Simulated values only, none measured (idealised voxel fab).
Module name: voxel transistor to metal (process module)
Cross-section cut spans 175 nm and uses square cells 5 nm in size.
Square cells in a grid make up a cross-section in this document, and the grid is given as bands, listed from the top down, each one or more rows of cells. Read a band's entry like this: the first values are the height of its top and the height of its bottom in nm, and what follows is the sequence of materials from left to right, each with its width in nm. Note that "empty" is empty space, and that a single material marked "throughout" reaches across the band from edge to edge. Height is counted from the level 0, under which the received wafer is composed throughout of one material. The lowest of the bands is not closed at the bottom but continues downward, in the notation "top 0, no bottom". Note: "30->40" means the width goes from the first number (top row of the band) to the second number (bottom row) in equal steps per row of cells. It should be understood that the words "nothing was modified", when stated for a given step, signify that the cross-section underwent no change in any of its cells during that step. You'll see "Closed void table" listing empty spaces that have no way open to the top, as long as they're 8 cells or more; the notation is width x height at distance, where the distance is from the left edge, and all of it is in nm. Note: text after step settings on the step line = simulator remark on that step. If you see "overlay nm" on a step's line and that step has a mask, it's telling you how far right of where it was planned the mask ended up; a negative number means it went left instead. Below you will find pairs of cross-sections. In each, one shows the wafer before one process step and the other after it, with the after view ending at the lowest band that changed. Under each pair is the step separating them, along with its settings. Do not assume the pairs form a chain: they can come from different runs of this module on the same starting wafer, and a pair continues from the pair above it only when its "Incoming structure" entry says so.

## Incoming structure
- top 105, bottom 70  40 resist  15 empty  65 resist  15 empty  40 resist
- top 70, bottom 55  aC throughout
- top 55, bottom 25  SiO2 throughout
- top 25, bottom 5  65 SiO2  10 SiN  5 HfO2  5 TiN  5 W  5 TiN  5 HfO2  10 SiN  65 SiO2
- top 5, bottom 0  25 SiO2  10 SiN  30 SiO2  10 SiN  5 HfO2  15 TiN  5 HfO2  10 SiN  30 SiO2  10 SiN  25 SiO2
- top 0, bottom -5  60 SiO2  5 pSi  5 SiO2  35 HfO2  5 SiO2  5 pSi  60 SiO2
- top -5, bottom -10  35 SiO2  30 pSi  45 Si  30 pSi  35 SiO2
- top -10, bottom -40  35 SiO2  105 Si  35 SiO2
- top -40, no bottom  Si throughout
- Closed void table: none

## Post-Process Section
- top 90, bottom 70  40 resist  15 empty  65 resist  15 empty  40 resist
- top 70, bottom 55  40 aC  15 empty  65 aC  15 empty  40 aC
- Under 55: no change, same as before.
- Closed void table: none
The step carried out between the cross-section before it and the cross-section after it, both shown above, is DIRECTIONAL_ETCH, etch materials aC, depth nm 15

Incoming structure: taken from the pair above, after panel.

## Post-Process Section
- top 70, bottom 55  40 aC  15 empty  65 aC  15 empty  40 aC
- Under 55: no change, same as before.
- Closed void table: none
The step carried out between the cross-section before it and the cross-section after it, both shown above, is STRIP, etch materials resist

Incoming structure: taken from the pair above, after panel.

## Post-Process Section
- top 70, bottom 55  40 aC  15 empty  65 aC  15 empty  40 aC
- top 55, bottom 25  40 SiO2  15 empty  65 SiO2  15 empty  40 SiO2
- top 25, bottom 10  40 SiO2  15 empty  10 SiO2  10 SiN  5 HfO2  5 TiN  5 W  5 TiN  5 HfO2  10 SiN  10 SiO2  15 empty  40 SiO2
- Under 10: no change, same as before.
- Closed void table: none
The step carried out between the cross-section before it and the cross-section after it, both shown above, is DIRECTIONAL_ETCH, etch materials SiO2, depth nm 45

Incoming structure: taken from the pair above, after panel.

## Post-Process Section
- top 55, bottom 25  40 SiO2  15 empty  65 SiO2  15 empty  40 SiO2
- Under 25: no change, same as before.
- Closed void table: none
The step carried out between the cross-section before it and the cross-section after it, both shown above, is STRIP, etch materials aC

Incoming structure: taken from the pair above, after panel.

## Post-Process Section
- top 60, bottom 55  45 TiN  5 empty  75 TiN  5 empty  45 TiN
- top 55, bottom 25  40 SiO2  5 TiN  5 empty  5 TiN  65 SiO2  5 TiN  5 empty  5 TiN  40 SiO2
- top 25, bottom 15  40 SiO2  5 TiN  5 empty  5 TiN  10 SiO2  10 SiN  5 HfO2  5 TiN  5 W  5 TiN  5 HfO2  10 SiN  10 SiO2  5 TiN  5 empty  5 TiN  40 SiO2
- top 15, bottom 10  40 SiO2  15 TiN  10 SiO2  10 SiN  5 HfO2  5 TiN  5 W  5 TiN  5 HfO2  10 SiN  10 SiO2  15 TiN  40 SiO2
- Under 10: no change, same as before.
- Closed void table: none
The step carried out between the cross-section before it and the cross-section after it, both shown above, is CONFORMAL_DEP, material TiN, thk nm 5

Incoming structure: taken from the pair above, after panel.

## Post-Process Section
- top 70, bottom 60  Ru throughout
- top 60, bottom 55  45 TiN  5 Ru  75 TiN  5 Ru  45 TiN
- top 55, bottom 25  40 SiO2  5 TiN  5 Ru  5 TiN  65 SiO2  5 TiN  5 Ru  5 TiN  40 SiO2
- top 25, bottom 15  40 SiO2  5 TiN  5 Ru  5 TiN  10 SiO2  10 SiN  5 HfO2  5 TiN  5 W  5 TiN  5 HfO2  10 SiN  10 SiO2  5 TiN  5 Ru  5 TiN  40 SiO2
- Under 15: no change, same as before.
- Closed void table: none
The step carried out between the cross-section before it and the cross-section after it, both shown above, is FILL_DEP, material Ru, thk nm 10

Incoming structure: taken from the pair above, after panel.

## Post-Process Section
- top 40, bottom 25  40 SiO2  5 TiN  5 Ru  5 TiN  65 SiO2  5 TiN  5 Ru  5 TiN  40 SiO2
- Under 25: no change, same as before.
- Closed void table: none
The step carried out between the cross-section before it and the cross-section after it, both shown above, is CMP, height nm 40

Incoming structure: taken from the pair above, after panel.

## Post-Process Section
- top 45, bottom 40  TiN throughout
- Under 40: no change, same as before.
- Closed void table: none
The step carried out between the cross-section before it and the cross-section after it, both shown above, is DIRECTIONAL_DEP, material TiN, thk nm 5

Incoming structure: taken from the pair above, after panel.

## Post-Process Section
- top 60, bottom 45  W throughout
- Under 45: no change, same as before.
- Closed void table: none
The step carried out between the cross-section before it and the cross-section after it, both shown above, is DIRECTIONAL_DEP, material W, thk nm 15

Incoming structure: taken from the pair above, after panel.

## Post-Process Section
- top 60, bottom 45  40 empty  15 W  65 empty  15 W  40 empty
- Under 45: no change, same as before.
- Closed void table: none
The step carried out between the cross-section before it and the cross-section after it, both shown above, is MASKED_ETCH, tone cover, mask id METAL_1, width nm 15, pitch nm 80, etch materials W, depth nm 15, overlay nm 0

Incoming structure: taken from the pair above, after panel.

## Post-Process Section
- top 60, bottom 45  40 empty  15 W  65 empty  15 W  40 empty
- top 45, bottom 40  40 empty  15 TiN  65 empty  15 TiN  40 empty
- Under 40: no change, same as before.
- Closed void table: none
The step carried out between the cross-section before it and the cross-section after it, both shown above, is MASKED_ETCH, tone cover, mask id METAL_1, width nm 15, pitch nm 80, etch materials TiN, depth nm 5, overlay nm 0

Incoming structure: taken from the pair above, after panel.

## Post-Process Section
- top 65, bottom 60  35 empty  25 SiN  55 empty  25 SiN  35 empty
- top 60, bottom 45  35 empty  5 SiN  15 W  5 SiN  55 empty  5 SiN  15 W  5 SiN  35 empty
- top 45, bottom 40  40 SiN  15 TiN  65 SiN  15 TiN  40 SiN
- Under 40: no change, same as before.
- Closed void table: none
The step carried out between the cross-section before it and the cross-section after it, both shown above, is CONFORMAL_DEP, material SiN, thk nm 5

Incoming structure: taken from the pair above, after panel.

## Post-Process Section
- top 75, bottom 65  SiO2 throughout
- top 65, bottom 60  35 SiO2  25 SiN  55 SiO2  25 SiN  35 SiO2
- top 60, bottom 45  35 SiO2  5 SiN  15 W  5 SiN  55 SiO2  5 SiN  15 W  5 SiN  35 SiO2
- Under 45: no change, same as before.
- Closed void table: none
The step carried out between the cross-section before it and the cross-section after it, both shown above, is FILL_DEP, material SiO2, thk nm 10

Incoming structure: taken from the pair above, after panel.

## Post-Process Section
- top 60, bottom 45  35 SiO2  5 SiN  15 W  5 SiN  55 SiO2  5 SiN  15 W  5 SiN  35 SiO2
- Under 45: no change, same as before.
- Closed void table: none
The step carried out between the cross-section before it and the cross-section after it, both shown above, is CMP, height nm 60

Incoming structure: taken from the pair above, after panel.

## Post-Process Section
- top 65, bottom 60  SiCN throughout
- Under 60: no change, same as before.
- Closed void table: none
The step carried out between the cross-section before it and the cross-section after it, both shown above, is CONFORMAL_DEP, material SiCN, thk nm 5

## Incoming structure
- top 40, bottom 25  40 SiO2  5 TiN  5 Ru  5 TiN  65 SiO2  5 TiN  5 Ru  5 TiN  40 SiO2
- top 25, bottom 5  40 SiO2  5 TiN  5 Ru  5 TiN  10 SiO2  10 SiN  5 HfO2  5 TiN  5 W  5 TiN  5 HfO2  10 SiN  10 SiO2  5 TiN  5 Ru  5 TiN  40 SiO2
- top 5, bottom 0  25 SiO2  10 SiN  5 SiO2  5 TiN  5 Ru  5 TiN  10 SiO2  10 SiN  5 HfO2  15 TiN  5 HfO2  10 SiN  10 SiO2  5 TiN  5 Ru  5 TiN  5 SiO2  10 SiN  25 SiO2
- top 0, bottom -5  40 SiO2  15 TiN  5 SiO2  5 pSi  5 SiO2  35 HfO2  5 SiO2  5 pSi  5 SiO2  15 TiN  40 SiO2
- top -5, bottom -10  35 SiO2  30 pSi  45 Si  30 pSi  35 SiO2
- top -10, bottom -40  35 SiO2  105 Si  35 SiO2
- top -40, no bottom  Si throughout
- Closed void table: none

## Post-Process Section
- top 55, bottom 40  W throughout
- Under 40: no change, same as before.
- Closed void table: none
The step carried out between the cross-section before it and the cross-section after it, both shown above, is DIRECTIONAL_DEP, material W, thk nm 15

Incoming structure: taken from the pair above, after panel.

## Post-Process Section
- top 60, bottom 55  TiN throughout
- Under 55: no change, same as before.
- Closed void table: none
The step carried out between the cross-section before it and the cross-section after it, both shown above, is DIRECTIONAL_DEP, material TiN, thk nm 5

Incoming structure: taken from the pair above, after panel.

## Post-Process Section
- top 60, bottom 55  40 empty  15 TiN  65 empty  15 TiN  40 empty
- Under 55: no change, same as before.
- Closed void table: none
The step carried out between the cross-section before it and the cross-section after it, both shown above, is MASKED_ETCH, tone cover, mask id METAL_1, width nm 15, pitch nm 80, etch materials TiN, depth nm 5, overlay nm 0

Incoming structure: taken from the pair above, after panel.

## Post-Process Section
- top 65, bottom 60  35 empty  25 SiN  55 empty  25 SiN  35 empty
- top 60, bottom 55  40 SiN  15 TiN  65 SiN  15 TiN  40 SiN
- Under 55: no change, same as before.
- Closed void table: none
The step carried out between the cross-section before it and the cross-section after it, both shown above, is CONFORMAL_DEP, material SiN, thk nm 5

Incoming structure: taken from the pair above, after panel.

## Post-Process Section
- top 75, bottom 65  SiO2 throughout
- top 65, bottom 60  35 SiO2  25 SiN  55 SiO2  25 SiN  35 SiO2
- Under 60: no change, same as before.
- Closed void table: none
The step carried out between the cross-section before it and the cross-section after it, both shown above, is FILL_DEP, material SiO2, thk nm 10

Incoming structure: taken from the pair above, after panel.

## Post-Process Section
- top 60, bottom 55  40 SiN  15 TiN  65 SiN  15 TiN  40 SiN
- Under 55: no change, same as before.
- Closed void table: none
The step carried out between the cross-section before it and the cross-section after it, both shown above, is CMP, height nm 60

Incoming structure: taken from the pair above, after panel.

## Post-Process Section
- top 65, bottom 60  SiCN throughout
- Under 60: no change, same as before.
- Closed void table: none
The step carried out between the cross-section before it and the cross-section after it, both shown above, is CONFORMAL_DEP, material SiCN, thk nm 5

## Incoming structure
- top 30, bottom 25  65 empty  10 SiN  25 empty  10 SiN  65 empty
- top 25, bottom 5  65 SiO2  10 SiN  25 empty  10 SiN  65 SiO2
- top 5, bottom 0  25 SiO2  10 SiN  30 SiO2  10 SiN  25 empty  10 SiN  30 SiO2  10 SiN  25 SiO2
- top 0, bottom -5  60 SiO2  5 pSi  5 SiO2  35 empty  5 SiO2  5 pSi  60 SiO2
- top -5, bottom -10  35 SiO2  30 pSi  45 Si  30 pSi  35 SiO2
- top -10, bottom -40  35 SiO2  105 Si  35 SiO2
- top -40, no bottom  Si throughout
- Closed void table: none

## Post-Process Section
- top 45, bottom 40  50 empty  75 HfO2  50 empty
- top 40, bottom 30  HfO2 throughout
- top 30, bottom 25  65 HfO2  10 SiN  25 HfO2  10 SiN  65 HfO2
- top 25, bottom 5  65 SiO2  10 SiN  25 HfO2  10 SiN  65 SiO2
- top 5, bottom 0  25 SiO2  10 SiN  30 SiO2  10 SiN  25 HfO2  10 SiN  30 SiO2  10 SiN  25 SiO2
- top 0, bottom -5  60 SiO2  5 pSi  5 SiO2  35 HfO2  5 SiO2  5 pSi  60 SiO2
- Under -5: no change, same as before.
- Closed void table: none
The step carried out between the cross-section before it and the cross-section after it, both shown above, is CONFORMAL_DEP, material HfO2, thk nm 15

Incoming structure: taken from the pair above, after panel.

## Post-Process Section
- top 50, bottom 45  45 empty  85 TiN  45 empty
- top 45, bottom 40  50 TiN  75 HfO2  50 TiN
- Under 40: no change, same as before.
- Closed void table: none
The step carried out between the cross-section before it and the cross-section after it, both shown above, is CONFORMAL_DEP, material TiN, thk nm 5

Incoming structure: taken from the pair above, after panel.

## Post-Process Section
- top 60, bottom 50  W throughout
- top 50, bottom 45  45 W  85 TiN  45 W
- Under 45: no change, same as before.
- Closed void table: none
The step carried out between the cross-section before it and the cross-section after it, both shown above, is FILL_DEP, material W, thk nm 10

Incoming structure: taken from the pair above, after panel.

## Post-Process Section
- top 25, bottom 5  65 SiO2  10 SiN  25 HfO2  10 SiN  65 SiO2
- Under 5: no change, same as before.
- Closed void table: none
The step carried out between the cross-section before it and the cross-section after it, both shown above, is CMP, height nm 25

Incoming structure: taken from the pair above, after panel.

## Post-Process Section
- top 40, bottom 25  SiO2 throughout
- Under 25: no change, same as before.
- Closed void table: none
The step carried out between the cross-section before it and the cross-section after it, both shown above, is DIRECTIONAL_DEP, material SiO2, thk nm 15

Incoming structure: taken from the pair above, after panel.

## Post-Process Section
- top 55, bottom 40  aC throughout
- Under 40: no change, same as before.
- Closed void table: none
The step carried out between the cross-section before it and the cross-section after it, both shown above, is DIRECTIONAL_DEP, material aC, thk nm 15

Incoming structure: taken from the pair above, after panel.

## Post-Process Section
- top 90, bottom 55  40 resist  15 empty  65 resist  15 empty  40 resist
- Under 55: no change, same as before.
- Closed void table: none
The step carried out between the cross-section before it and the cross-section after it, both shown above, is PATTERN, tone open, mask id CONTACT, material resist, width nm 15, pitch nm 80, thk nm 35, overlay nm 0

Incoming structure: taken from the pair above, after panel.

## Post-Process Section
- top 75, bottom 55  40 resist  15 empty  65 resist  15 empty  40 resist
- top 55, bottom 40  40 aC  15 empty  65 aC  15 empty  40 aC
- Under 40: no change, same as before.
- Closed void table: none
The step carried out between the cross-section before it and the cross-section after it, both shown above, is DIRECTIONAL_ETCH, etch materials aC, depth nm 15

Incoming structure: taken from the pair above, after panel.

## Post-Process Section
- top 55, bottom 40  40 aC  15 empty  65 aC  15 empty  40 aC
- Under 40: no change, same as before.
- Closed void table: none
The step carried out between the cross-section before it and the cross-section after it, both shown above, is STRIP, etch materials resist

Incoming structure: taken from the pair above, after panel.

## Post-Process Section
- top 55, bottom 40  40 aC  15 empty  65 aC  15 empty  40 aC
- top 40, bottom 25  40 SiO2  15 empty  65 SiO2  15 empty  40 SiO2
- top 25, bottom 5  40 SiO2  15 empty  10 SiO2  10 SiN  25 HfO2  10 SiN  10 SiO2  15 empty  40 SiO2
- top 5, bottom 0  25 SiO2  10 SiN  5 SiO2  15 empty  10 SiO2  10 SiN  25 HfO2  10 SiN  10 SiO2  15 empty  5 SiO2  10 SiN  25 SiO2
- top 0, bottom -5  40 SiO2  15 empty  5 SiO2  5 pSi  5 SiO2  35 HfO2  5 SiO2  5 pSi  5 SiO2  15 empty  40 SiO2
- Under -5: no change, same as before.
- Closed void table: none
The step carried out between the cross-section before it and the cross-section after it, both shown above, is DIRECTIONAL_ETCH, etch materials SiO2, depth nm 45

Incoming structure: taken from the pair above, after panel.

## Post-Process Section
- top 40, bottom 25  40 SiO2  15 empty  65 SiO2  15 empty  40 SiO2
- Under 25: no change, same as before.
- Closed void table: none
The step carried out between the cross-section before it and the cross-section after it, both shown above, is STRIP, etch materials aC

Incoming structure: taken from the pair above, after panel.

## Post-Process Section
- top 45, bottom 40  45 TiN  5 empty  75 TiN  5 empty  45 TiN
- top 40, bottom 25  40 SiO2  5 TiN  5 empty  5 TiN  65 SiO2  5 TiN  5 empty  5 TiN  40 SiO2
- top 25, bottom 5  40 SiO2  5 TiN  5 empty  5 TiN  10 SiO2  10 SiN  25 HfO2  10 SiN  10 SiO2  5 TiN  5 empty  5 TiN  40 SiO2
- top 5, bottom 0  25 SiO2  10 SiN  5 SiO2  5 TiN  5 empty  5 TiN  10 SiO2  10 SiN  25 HfO2  10 SiN  10 SiO2  5 TiN  5 empty  5 TiN  5 SiO2  10 SiN  25 SiO2
- top 0, bottom -5  40 SiO2  15 TiN  5 SiO2  5 pSi  5 SiO2  35 HfO2  5 SiO2  5 pSi  5 SiO2  15 TiN  40 SiO2
- Under -5: no change, same as before.
- Closed void table: none
The step carried out between the cross-section before it and the cross-section after it, both shown above, is CONFORMAL_DEP, material TiN, thk nm 5

Incoming structure: taken from the pair above, after panel.

## Post-Process Section
- top 55, bottom 45  Ru throughout
- top 45, bottom 40  45 TiN  5 Ru  75 TiN  5 Ru  45 TiN
- top 40, bottom 25  40 SiO2  5 TiN  5 Ru  5 TiN  65 SiO2  5 TiN  5 Ru  5 TiN  40 SiO2
- top 25, bottom 5  40 SiO2  5 TiN  5 Ru  5 TiN  10 SiO2  10 SiN  25 HfO2  10 SiN  10 SiO2  5 TiN  5 Ru  5 TiN  40 SiO2
- top 5, bottom 0  25 SiO2  10 SiN  5 SiO2  5 TiN  5 Ru  5 TiN  10 SiO2  10 SiN  25 HfO2  10 SiN  10 SiO2  5 TiN  5 Ru  5 TiN  5 SiO2  10 SiN  25 SiO2
- Under 0: no change, same as before.
- Closed void table: none
The step carried out between the cross-section before it and the cross-section after it, both shown above, is FILL_DEP, material Ru, thk nm 10

Incoming structure: taken from the pair above, after panel.

## Post-Process Section
- top 40, bottom 25  40 SiO2  5 TiN  5 Ru  5 TiN  65 SiO2  5 TiN  5 Ru  5 TiN  40 SiO2
- Under 25: no change, same as before.
- Closed void table: none
The step carried out between the cross-section before it and the cross-section after it, both shown above, is CMP, height nm 40

Incoming structure: taken from the pair above, after panel.

## Post-Process Section
- top 45, bottom 40  TiN throughout
- Under 40: no change, same as before.
- Closed void table: none
The step carried out between the cross-section before it and the cross-section after it, both shown above, is DIRECTIONAL_DEP, material TiN, thk nm 5

Incoming structure: taken from the pair above, after panel.

## Post-Process Section
- top 60, bottom 45  W throughout
- Under 45: no change, same as before.
- Closed void table: none
The step carried out between the cross-section before it and the cross-section after it, both shown above, is DIRECTIONAL_DEP, material W, thk nm 15

Incoming structure: taken from the pair above, after panel.

## Post-Process Section
- top 60, bottom 45  40 empty  15 W  65 empty  15 W  40 empty
- Under 45: no change, same as before.
- Closed void table: none
The step carried out between the cross-section before it and the cross-section after it, both shown above, is MASKED_ETCH, tone cover, mask id METAL_1, width nm 15, pitch nm 80, etch materials W, depth nm 15, overlay nm 0

Incoming structure: taken from the pair above, after panel.

## Post-Process Section
- top 60, bottom 45  40 empty  15 W  65 empty  15 W  40 empty
- top 45, bottom 40  40 empty  15 TiN  65 empty  15 TiN  40 empty
- Under 40: no change, same as before.
- Closed void table: none
The step carried out between the cross-section before it and the cross-section after it, both shown above, is MASKED_ETCH, tone cover, mask id METAL_1, width nm 15, pitch nm 80, etch materials TiN, depth nm 5, overlay nm 0

Incoming structure: taken from the pair above, after panel.

## Post-Process Section
- top 65, bottom 60  35 empty  25 SiN  55 empty  25 SiN  35 empty
- top 60, bottom 45  35 empty  5 SiN  15 W  5 SiN  55 empty  5 SiN  15 W  5 SiN  35 empty
- top 45, bottom 40  40 SiN  15 TiN  65 SiN  15 TiN  40 SiN
- Under 40: no change, same as before.
- Closed void table: none
The step carried out between the cross-section before it and the cross-section after it, both shown above, is CONFORMAL_DEP, material SiN, thk nm 5

Incoming structure: taken from the pair above, after panel.

## Post-Process Section
- top 75, bottom 65  SiO2 throughout
- top 65, bottom 60  35 SiO2  25 SiN  55 SiO2  25 SiN  35 SiO2
- top 60, bottom 45  35 SiO2  5 SiN  15 W  5 SiN  55 SiO2  5 SiN  15 W  5 SiN  35 SiO2
- Under 45: no change, same as before.
- Closed void table: none
The step carried out between the cross-section before it and the cross-section after it, both shown above, is FILL_DEP, material SiO2, thk nm 10

Incoming structure: taken from the pair above, after panel.

## Post-Process Section
- top 60, bottom 45  35 SiO2  5 SiN  15 W  5 SiN  55 SiO2  5 SiN  15 W  5 SiN  35 SiO2
- Under 45: no change, same as before.
- Closed void table: none
The step carried out between the cross-section before it and the cross-section after it, both shown above, is CMP, height nm 60

Incoming structure: taken from the pair above, after panel.

## Post-Process Section
- top 65, bottom 60  SiCN throughout
- Under 60: no change, same as before.
- Closed void table: none
The step carried out between the cross-section before it and the cross-section after it, both shown above, is CONFORMAL_DEP, material SiCN, thk nm 5

## Incoming structure
- top 30, bottom 15  aC throughout
- top 15, bottom 5  SiN throughout
- top 5, bottom 0  SiO2 throughout
- top 0, no bottom  Si throughout
- Closed void table: none

## Post-Process Section
- top 65, bottom 30  35 empty  105 resist  35 empty
- Under 30: no change, same as before.
- Closed void table: none
The step carried out between the cross-section before it and the cross-section after it, both shown above, is PATTERN, tone cover, mask id ACTIVE, material resist, width nm 105, thk nm 35, overlay nm 0

Incoming structure: taken from the pair above, after panel.

## Post-Process Section
- top 50, bottom 30  35 empty  105 resist  35 empty
- top 30, bottom 15  35 empty  105 aC  35 empty
- Under 15: no change, same as before.
- Closed void table: none
The step carried out between the cross-section before it and the cross-section after it, both shown above, is DIRECTIONAL_ETCH, etch materials aC, depth nm 15

Incoming structure: taken from the pair above, after panel.

## Post-Process Section
- top 30, bottom 15  35 empty  105 aC  35 empty
- Under 15: no change, same as before.
- Closed void table: none
The step carried out between the cross-section before it and the cross-section after it, both shown above, is STRIP, etch materials resist

Incoming structure: taken from the pair above, after panel.

## Post-Process Section
- top 30, bottom 15  35 empty  105 aC  35 empty
- top 15, bottom 5  35 empty  105 SiN  35 empty
- Under 5: no change, same as before.
- Closed void table: none
The step carried out between the cross-section before it and the cross-section after it, both shown above, is DIRECTIONAL_ETCH, etch materials SiN, depth nm 10

Incoming structure: taken from the pair above, after panel.

## Post-Process Section
- top 30, bottom 15  35 empty  105 aC  35 empty
- top 15, bottom 5  35 empty  105 SiN  35 empty
- top 5, bottom 0  35 empty  105 SiO2  35 empty
- Under 0: no change, same as before.
- Closed void table: none
The step carried out between the cross-section before it and the cross-section after it, both shown above, is DIRECTIONAL_ETCH, etch materials SiO2, depth nm 5

Incoming structure: taken from the pair above, after panel.

## Post-Process Section
- top 30, bottom 15  35 empty  105 aC  35 empty
- top 15, bottom 5  35 empty  105 SiN  35 empty
- top 5, bottom 0  35 empty  105 SiO2  35 empty
- top 0, bottom -35  35 empty  105 Si  35 empty
- Under -35: no change, same as before.
- Closed void table: none
The step carried out between the cross-section before it and the cross-section after it, both shown above, is DIRECTIONAL_ETCH, etch materials Si, depth nm 35

Incoming structure: taken from the pair above, after panel.

## Post-Process Section
- top 15, bottom 5  35 empty  105 SiN  35 empty
- Under 5: no change, same as before.
- Closed void table: none
The step carried out between the cross-section before it and the cross-section after it, both shown above, is STRIP, etch materials aC

Incoming structure: taken from the pair above, after panel.

## Post-Process Section
- top 15, bottom 5  35 empty  105 SiN  35 empty
- top 5, bottom 0  35 empty  105 SiO2  35 empty
- top 0, bottom -35  35 empty  5 SiO2  95 Si  5 SiO2  35 empty
- top -35, bottom -40  40 SiO2  95 Si  40 SiO2
- Under -40: no change, same as before.
- Closed void table: none
The step carried out between the cross-section before it and the cross-section after it, both shown above, is OXIDIZE, depth nm 5

Incoming structure: taken from the pair above, after panel.

## Post-Process Section
- top 25, bottom 15  SiO2 throughout
- top 15, bottom 5  35 SiO2  105 SiN  35 SiO2
- top 5, bottom 0  SiO2 throughout
- top 0, bottom -40  40 SiO2  95 Si  40 SiO2
- Under -40: no change, same as before.
- Closed void table: none
The step carried out between the cross-section before it and the cross-section after it, both shown above, is FILL_DEP, material SiO2, thk nm 10

Incoming structure: taken from the pair above, after panel.

## Post-Process Section
- top 15, bottom 5  35 SiO2  105 SiN  35 SiO2
- Under 5: no change, same as before.
- Closed void table: none
The step carried out between the cross-section before it and the cross-section after it, both shown above, is CMP, height nm 15

Incoming structure: taken from the pair above, after panel.

## Post-Process Section
- top 15, bottom 10  35 empty  105 SiN  35 empty
- Under 10: no change, same as before.
- Closed void table: none
The step carried out between the cross-section before it and the cross-section after it, both shown above, is SELECTIVE_ETCH, etch materials SiO2, depth nm 5

Incoming structure: taken from the pair above, after panel.

## Post-Process Section
- top 10, bottom 5  35 SiO2  105 empty  35 SiO2
- Under 5: no change, same as before.
- Closed void table: none
The step carried out between the cross-section before it and the cross-section after it, both shown above, is STRIP, etch materials SiN

Incoming structure: taken from the pair above, after panel.

## Post-Process Section
- top 5, bottom 0  30 SiO2  115 empty  30 SiO2
- Under 0: no change, same as before.
- Closed void table: none
The step carried out between the cross-section before it and the cross-section after it, both shown above, is SELECTIVE_ETCH, etch materials SiO2, depth nm 5

Incoming structure: taken from the pair above, after panel.

## Post-Process Section
- top 5, bottom 0  30 SiO2  115 empty  30 SiO2
- top 0, bottom -5  SiO2 throughout
- Under -5: no change, same as before.
- Closed void table: none
The step carried out between the cross-section before it and the cross-section after it, both shown above, is OXIDIZE, depth nm 5

Incoming structure: taken from the pair above, after panel.

## Post-Process Section
- top 35, bottom 30  30 polySi  115 empty  30 polySi
- top 30, bottom 5  polySi throughout
- top 5, bottom 0  30 SiO2  115 polySi  30 SiO2
- Under 0: no change, same as before.
- Closed void table: none
The step carried out between the cross-section before it and the cross-section after it, both shown above, is DIRECTIONAL_DEP, material polySi, thk nm 30

Incoming structure: taken from the pair above, after panel.

## Post-Process Section
- top 45, bottom 40  30 SiCN  115 empty  30 SiCN
- top 40, bottom 35  SiCN throughout
- top 35, bottom 30  30 polySi  115 SiCN  30 polySi
- Under 30: no change, same as before.
- Closed void table: none
The step carried out between the cross-section before it and the cross-section after it, both shown above, is DIRECTIONAL_DEP, material SiCN, thk nm 10

Incoming structure: taken from the pair above, after panel.

## Post-Process Section
- top 60, bottom 55  30 aC  115 empty  30 aC
- top 55, bottom 45  aC throughout
- top 45, bottom 40  30 SiCN  115 aC  30 SiCN
- Under 40: no change, same as before.
- Closed void table: none
The step carried out between the cross-section before it and the cross-section after it, both shown above, is DIRECTIONAL_DEP, material aC, thk nm 15

Incoming structure: taken from the pair above, after panel.

## Post-Process Section
- top 90, bottom 60  75 empty  25 resist  75 empty
- top 60, bottom 55  30 aC  45 empty  25 resist  45 empty  30 aC
- Under 55: no change, same as before.
- Closed void table: none
The step carried out between the cross-section before it and the cross-section after it, both shown above, is PATTERN, tone cover, mask id GATE, material resist, width nm 25, thk nm 30, overlay nm 0

Incoming structure: taken from the pair above, after panel.

## Post-Process Section
- top 75, bottom 55  75 empty  25 resist  75 empty
- top 55, bottom 45  75 empty  25 aC  75 empty
- top 45, bottom 40  30 SiCN  45 empty  25 aC  45 empty  30 SiCN
- Under 40: no change, same as before.
- Closed void table: none
The step carried out between the cross-section before it and the cross-section after it, both shown above, is DIRECTIONAL_ETCH, etch materials aC, depth nm 15

Incoming structure: taken from the pair above, after panel.

## Post-Process Section
- top 55, bottom 45  75 empty  25 aC  75 empty
- Under 45: no change, same as before.
- Closed void table: none
The step carried out between the cross-section before it and the cross-section after it, both shown above, is STRIP, etch materials resist

Incoming structure: taken from the pair above, after panel.

## Post-Process Section
- top 55, bottom 40  75 empty  25 aC  75 empty
- top 40, bottom 35  75 empty  25 SiCN  75 empty
- top 35, bottom 30  30 polySi  45 empty  25 SiCN  45 empty  30 polySi
- Under 30: no change, same as before.
- Closed void table: none
The step carried out between the cross-section before it and the cross-section after it, both shown above, is DIRECTIONAL_ETCH, etch materials SiCN, depth nm 20

Incoming structure: taken from the pair above, after panel.

## Post-Process Section
- top 55, bottom 40  75 empty  25 aC  75 empty
- top 40, bottom 30  75 empty  25 SiCN  75 empty
- top 30, bottom 5  75 empty  25 polySi  75 empty
- top 5, bottom 0  30 SiO2  45 empty  25 polySi  45 empty  30 SiO2
- Under 0: no change, same as before.
- Closed void table: none
The step carried out between the cross-section before it and the cross-section after it, both shown above, is DIRECTIONAL_ETCH, etch materials polySi, depth nm 40

Incoming structure: taken from the pair above, after panel.

## Post-Process Section
- top 40, bottom 30  75 empty  25 SiCN  75 empty
- Under 30: no change, same as before.
- Closed void table: none
The step carried out between the cross-section before it and the cross-section after it, both shown above, is STRIP, etch materials aC

Incoming structure: taken from the pair above, after panel.

## Post-Process Section
- top 50, bottom 40  65 empty  45 SiN  65 empty
- top 40, bottom 30  65 empty  10 SiN  25 SiCN  10 SiN  65 empty
- top 30, bottom 15  65 empty  10 SiN  25 polySi  10 SiN  65 empty
- top 15, bottom 10  40 SiN  25 empty  10 SiN  25 polySi  10 SiN  25 empty  40 SiN
- top 10, bottom 5  75 SiN  25 polySi  75 SiN
- top 5, bottom 0  30 SiO2  45 SiN  25 polySi  45 SiN  30 SiO2
- Under 0: no change, same as before.
- Closed void table: none
The step carried out between the cross-section before it and the cross-section after it, both shown above, is CONFORMAL_DEP, material SiN, thk nm 10

Incoming structure: taken from the pair above, after panel.

## Post-Process Section
- top 40, bottom 30  65 empty  10 SiN  25 SiCN  10 SiN  65 empty
- top 30, bottom 5  65 empty  10 SiN  25 polySi  10 SiN  65 empty
- top 5, bottom 0  30 SiO2  10 SiN  25 empty  10 SiN  25 polySi  10 SiN  25 empty  10 SiN  30 SiO2
- Under 0: no change, same as before.
- Closed void table: none
The step carried out between the cross-section before it and the cross-section after it, both shown above, is DIRECTIONAL_ETCH, etch materials SiN, depth nm 10

Incoming structure: taken from the pair above, after panel.

## Post-Process Section
- top 40, bottom 30  65 empty  10 SiN  25 SiCN  10 SiN  65 empty
- top 30, bottom 5  65 empty  10 SiN  25 polySi  10 SiN  65 empty
- top 5, bottom 0  30 empty  10 SiN  25 empty  10 SiN  25 polySi  10 SiN  25 empty  10 SiN  30 empty
- top 0, bottom -5  40 SiO2  25 empty  45 SiO2  25 empty  40 SiO2
- Under -5: no change, same as before.
- Closed void table: none
The step carried out between the cross-section before it and the cross-section after it, both shown above, is DIRECTIONAL_ETCH, etch materials SiO2, depth nm 5
